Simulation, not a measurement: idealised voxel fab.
process module | voxel gate over fins
cross-section cut | 185 nm wide | cells 5 nm
A cross-section is a grid of square cells, given in bands from the top down. A band is one or more rows of cells.
Each band's line starts with the height of the band's top and of its bottom, in nm. Then come its materials from left to right, each with its width in nm. One material with "throughout" fills the band from edge to edge. "air" is empty space.
Height 0 is the level under which the wafer as received is all one material. The lowest band goes on downwards, as in "0 down".
A width such as "30 to 40" changes by the same amount from each row of cells to the next, from the band's top row to its bottom row.
"no change" after a step means that no cell of the cross-section changed.
closed voids: empty space of 8 cells or more with no open way to the top, each as width x height at its distance from the left edge, in nm
after a step's settings: what the simulator itself notes on the step
overlay nm, on a step with a mask: how far to the right of its planned place the mask lay; to the left if negative
plan
1 op RECEIVE | material Si
2 op CONFORMAL_DEP | material SiN | thk nm 10
3 op PATTERN | tone cover | mask id FINS | material resist | width nm 15 | pitch nm 45 | thk nm 15 | overlay nm 0
4 op DIRECTIONAL_ETCH | etch materials SiN | depth nm 10
5 op DIRECTIONAL_ETCH | etch materials Si | depth nm 35
6 op STRIP | etch materials resist
7 op OXIDIZE | depth nm 5
8 op FILL_DEP | material SiO2 | thk nm 5
9 op CMP | height nm 10
10 op SELECTIVE_ETCH | etch materials SiO2 | depth nm 25
11 op STRIP | etch materials SiN
12 op CONFORMAL_DEP | material HfO2 | thk nm 5
13 op CONFORMAL_DEP | material TiN | thk nm 5
14 op FILL_DEP | material W | thk nm 10
15 op CMP | height nm 15
16 op CONFORMAL_DEP | material SiCN | thk nm 5
as received, after step 1
  0 down: Si throughout
  closed voids: none
first wafer at the end, as planned
  20 to 15: SiCN throughout
  15 to 10: W throughout
  10 to 5: W 55 | TiN 25 | W 20 | TiN 25 | W 60
  5 to 0: W 55 | TiN 5 | HfO2 15 | TiN 5 | W 20 | TiN 5 | HfO2 15 | TiN 5 | W 60
  0 to -5: W 55 | TiN 5 | HfO2 5 | Si 5 | HfO2 5 | TiN 5 | W 20 | TiN 5 | HfO2 5 | Si 5 | HfO2 5 | TiN 5 | W 60
  -5 to -10: TiN 60 | HfO2 5 | Si 5 | HfO2 5 | TiN 30 | HfO2 5 | Si 5 | HfO2 5 | TiN 65
  -10 to -15: HfO2 65 | Si 5 | HfO2 40 | Si 5 | HfO2 70
  -15 to -40: SiO2 65 | Si 5 | SiO2 40 | Si 5 | SiO2 70
  -40 down: Si throughout
  closed voids: none
second wafer at the end: like start, like plan, one mistake
  20 to 15: SiCN throughout
  15 to 10: W 50 | TiN 5 | HfO2 25 | TiN 5 | W 10 | TiN 5 | HfO2 25 | TiN 5 | W 55
  10 to 0: W 50 | TiN 5 | HfO2 5 | SiN 15 | HfO2 5 | TiN 5 | W 10 | TiN 5 | HfO2 5 | SiN 15 | HfO2 5 | TiN 5 | W 55
  0 to -10: W 50 | TiN 5 to 10 | HfO2 10 to 5 | Si 5 | HfO2 10 to 5 | TiN 5 to 10 | W 10 | TiN 5 to 10 | HfO2 10 to 5 | Si 5 | HfO2 10 to 5 | TiN 5 to 10 | W 55
  -10 to -15: W 55 | TiN 5 | HfO2 5 | Si 5 | HfO2 5 | TiN 5 | W 20 | TiN 5 | HfO2 5 | Si 5 | HfO2 5 | TiN 5 | W 60
  -15 to -25: W 55 | TiN 5 | HfO2 5 | Si 5 | HfO2 5 | TiN 5 | W 5 | air 10 | W 5 | TiN 5 | HfO2 5 | Si 5 | HfO2 5 | TiN 5 | W 60
  -25 to -30: W 55 | TiN 5 | HfO2 5 | Si 5 | HfO2 5 | TiN 5 | W 20 | TiN 5 | HfO2 5 | Si 5 | HfO2 5 | TiN 5 | W 60
  -30 to -35: TiN 60 | HfO2 5 | Si 5 | HfO2 5 | TiN 30 | HfO2 5 | Si 5 | HfO2 5 | TiN 65
  -35 to -40: HfO2 65 | Si 5 | HfO2 40 | Si 5 | HfO2 70
  -40 down: Si throughout
  closed voids: none
what went wrong: step 11 ran as: op STRIP | etch materials SiO2
at the end the second wafer has, in cells: 36 more of HfO2 | 12 more of SiN | 175 fewer of SiO2 | 22 more of TiN | 101 more of W
